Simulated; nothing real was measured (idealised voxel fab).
Herein follows the process module entitled voxel ribs on slabs.
FYI the section here is cut, 265 nm wide, cells are 5 nm squares.
We lay out every cross-section as a grid of square cells and spell it out in bands from the top down, where one band means one or more rows of cells.
Top height, bottom height, nm. Materials left to right, width each, nm. Single material + "edge to edge" = fills band edge to edge. "blank" = empty.
Basically, 0 is our baseline, since under it the wafer straight out of the box is all one material. The bottom band has no lower end and keeps on going down, so it looks like "0 and below".
Width: "30..40" (first number = top row, second number = bottom row, same change from row to row of cells).
A step reported as "no change occurred" is a step in which no cell of the cross-section changed.
The list in "Trapped cavities" covers empty spaces of 8 cells or more that cannot reach the top through any open way, and it gives each as width x height at distance; the distance is from the left edge, and width, height and distance are in nm.
Where a step's line continues beyond its settings, the continuation is a remark by the simulator itself on that step.
On any step carrying a mask, the "overlay nm" setting, if present on the step's line, tells how far right of its planned place the mask lay; negative values point to the left.
BELOW IS THE LIST OF PLANNED PROCESS STEPS
1) RECEIVE with material Si
2) DIRECTIONAL_DEP with material SiO2, thk nm 20
3) DIRECTIONAL_DEP with material SiN, thk nm 25
4) PATTERN with tone cover, mask id RIB, material resist, width nm 15, thk nm 15, overlay nm 0
5) DIRECTIONAL_ETCH with etch materials SiN, depth nm 15
6) STRIP with etch materials resist
7) MASKED_ETCH with tone cover, mask id SLAB, width nm 65, etch materials SiN, depth nm 10, overlay nm 0
8) FILL_DEP with material SiO2, thk nm 30
9) CMP with height nm 65
10) DIRECTIONAL_DEP with material W, thk nm 5
11) DIRECTIONAL_DEP with material aC, thk nm 10
12) PATTERN with tone cover, mask id HEATER, material resist, width nm 25, thk nm 25, overlay nm 0
13) DIRECTIONAL_ETCH with etch materials aC, depth nm 10
14) STRIP with etch materials resist
15) DIRECTIONAL_ETCH with etch materials W, depth nm 5
16) STRIP with etch materials aC
17) CONFORMAL_DEP with material SiN, thk nm 10
FIRST OF TWO WAFERS: RUN AS PLANNED
DELIVERED WAFER IN CROSS-SECTION: STATE AFTER STEP 1
> 0 and below  Si edge to edge
> Trapped cavities: none
WAFER AFTER STEP 2 (CROSS-SECTION)
> 20 down to 0  SiO2 edge to edge
> Lower than 0, everything is as it was.
WAFER AFTER STEP 3 (CROSS-SECTION)
> 45 down to 20  SiN edge to edge
> Lower than 20, everything is as it was.
WAFER AFTER STEP 4 (CROSS-SECTION)
> 60 down to 45  blank (125) | resist (15) | blank (125)
> Lower than 45, everything is as it was.
WAFER AFTER STEP 5 (CROSS-SECTION)
> 60 down to 45  blank (125) | resist (15) | blank (125)
> 45 down to 30  blank (125) | SiN (15) | blank (125)
> Lower than 30, everything is as it was.
WAFER AFTER STEP 6 (CROSS-SECTION)
> 45 down to 30  blank (125) | SiN (15) | blank (125)
> Lower than 30, everything is as it was.
WAFER AFTER STEP 7 (CROSS-SECTION)
> 45 down to 30  blank (125) | SiN (15) | blank (125)
> 30 down to 20  blank (100) | SiN (65) | blank (100)
> Lower than 20, everything is as it was.
WAFER AFTER STEP 8 (CROSS-SECTION)
> 75 down to 45  SiO2 edge to edge
> 45 down to 30  SiO2 (125) | SiN (15) | SiO2 (125)
> 30 down to 20  SiO2 (100) | SiN (65) | SiO2 (100)
> Lower than 20, everything is as it was.
WAFER AFTER STEP 9 (CROSS-SECTION)
> 65 down to 45  SiO2 edge to edge
> Lower than 45, everything is as it was.
WAFER AFTER STEP 10 (CROSS-SECTION)
> 70 down to 65  W edge to edge
> Lower than 65, everything is as it was.
WAFER AFTER STEP 11 (CROSS-SECTION)
> 80 down to 70  aC edge to edge
> Lower than 70, everything is as it was.
WAFER AFTER STEP 12 (CROSS-SECTION)
> 105 down to 80  blank (120) | resist (25) | blank (120)
> Lower than 80, everything is as it was.
WAFER AFTER STEP 13 (CROSS-SECTION)
> 95 down to 80  blank (120) | resist (25) | blank (120)
> 80 down to 70  blank (120) | aC (25) | blank (120)
> Lower than 70, everything is as it was.
WAFER AFTER STEP 14 (CROSS-SECTION)
> 80 down to 70  blank (120) | aC (25) | blank (120)
> Lower than 70, everything is as it was.
WAFER AFTER STEP 15 (CROSS-SECTION)
> 80 down to 70  blank (120) | aC (25) | blank (120)
> 70 down to 65  blank (120) | W (25) | blank (120)
> Lower than 65, everything is as it was.
WAFER AFTER STEP 16 (CROSS-SECTION)
> 70 down to 65  blank (120) | W (25) | blank (120)
> Lower than 65, everything is as it was.
WAFER AFTER STEP 17 (CROSS-SECTION)
> 80 down to 75  blank (110) | SiN (45) | blank (110)
> 75 down to 70  SiN edge to edge
> 70 down to 65  SiN (120) | W (25) | SiN (120)
> Lower than 65, everything is as it was.
SECOND WAFER: SAME START AND SAME PLAN AS THE FIRST, ONE EXECUTION ERROR; IDENTICAL TO THE FIRST THROUGH STEP 3
SECOND WAFER AT THE PLANNED FINISH OF STEP 4, SEEN IN CROSS-SECTION
> 60 down to 45  blank (115) | resist (15) | blank (135)
> Lower than 45, everything is as it was.
SECOND WAFER AT THE PLANNED FINISH OF STEP 5, SEEN IN CROSS-SECTION
> 60 down to 45  blank (115) | resist (15) | blank (135)
> 45 down to 30  blank (115) | SiN (15) | blank (135)
> Lower than 30, everything is as it was.
SECOND WAFER AT THE PLANNED FINISH OF STEP 6, SEEN IN CROSS-SECTION
> 45 down to 30  blank (115) | SiN (15) | blank (135)
> Lower than 30, everything is as it was.
SECOND WAFER AT THE PLANNED FINISH OF STEP 7, SEEN IN CROSS-SECTION
> 45 down to 30  blank (115) | SiN (15) | blank (135)
> 30 down to 20  blank (100) | SiN (65) | blank (100)
> Lower than 20, everything is as it was.
SECOND WAFER AT THE PLANNED FINISH OF STEP 8, SEEN IN CROSS-SECTION
> 75 down to 45  SiO2 edge to edge
> 45 down to 30  SiO2 (115) | SiN (15) | SiO2 (135)
> 30 down to 20  SiO2 (100) | SiN (65) | SiO2 (100)
> Lower than 20, everything is as it was.
SECOND WAFER AT THE PLANNED FINISH OF STEP 9, SEEN IN CROSS-SECTION
> 65 down to 45  SiO2 edge to edge
> Lower than 45, everything is as it was.
SECOND WAFER AT THE PLANNED FINISH OF STEP 10, SEEN IN CROSS-SECTION
> 70 down to 65  W edge to edge
> Lower than 65, everything is as it was.
SECOND WAFER AT THE PLANNED FINISH OF STEP 11, SEEN IN CROSS-SECTION
> 80 down to 70  aC edge to edge
> Lower than 70, everything is as it was.
SECOND WAFER AT THE PLANNED FINISH OF STEP 12, SEEN IN CROSS-SECTION
> 105 down to 80  blank (120) | resist (25) | blank (120)
> Lower than 80, everything is as it was.
SECOND WAFER AT THE PLANNED FINISH OF STEP 13, SEEN IN CROSS-SECTION
> 95 down to 80  blank (120) | resist (25) | blank (120)
> 80 down to 70  blank (120) | aC (25) | blank (120)
> Lower than 70, everything is as it was.
SECOND WAFER AT THE PLANNED FINISH OF STEP 14, SEEN IN CROSS-SECTION
> 80 down to 70  blank (120) | aC (25) | blank (120)
> Lower than 70, everything is as it was.
SECOND WAFER AT THE PLANNED FINISH OF STEP 15, SEEN IN CROSS-SECTION
> 80 down to 70  blank (120) | aC (25) | blank (120)
> 70 down to 65  blank (120) | W (25) | blank (120)
> Lower than 65, everything is as it was.
SECOND WAFER AT THE PLANNED FINISH OF STEP 16, SEEN IN CROSS-SECTION
> 70 down to 65  blank (120) | W (25) | blank (120)
> Lower than 65, everything is as it was.
SECOND WAFER AT THE PLANNED FINISH OF STEP 17, SEEN IN CROSS-SECTION
> 80 down to 75  blank (110) | SiN (45) | blank (110)
> 75 down to 70  SiN edge to edge
> 70 down to 65  SiN (120) | W (25) | SiN (120)
> Lower than 65, everything is as it was.
Which mistake was made when the wafer was run? heads up, step 4 didn't go per plan, it actually ran as PATTERN with tone cover, mask id RIB, material resist, width nm 15, thk nm 15, overlay nm -10
In the final comparison it is observed that the number of cells assigned to each material is identical for the two wafers, whereas their placement is not.
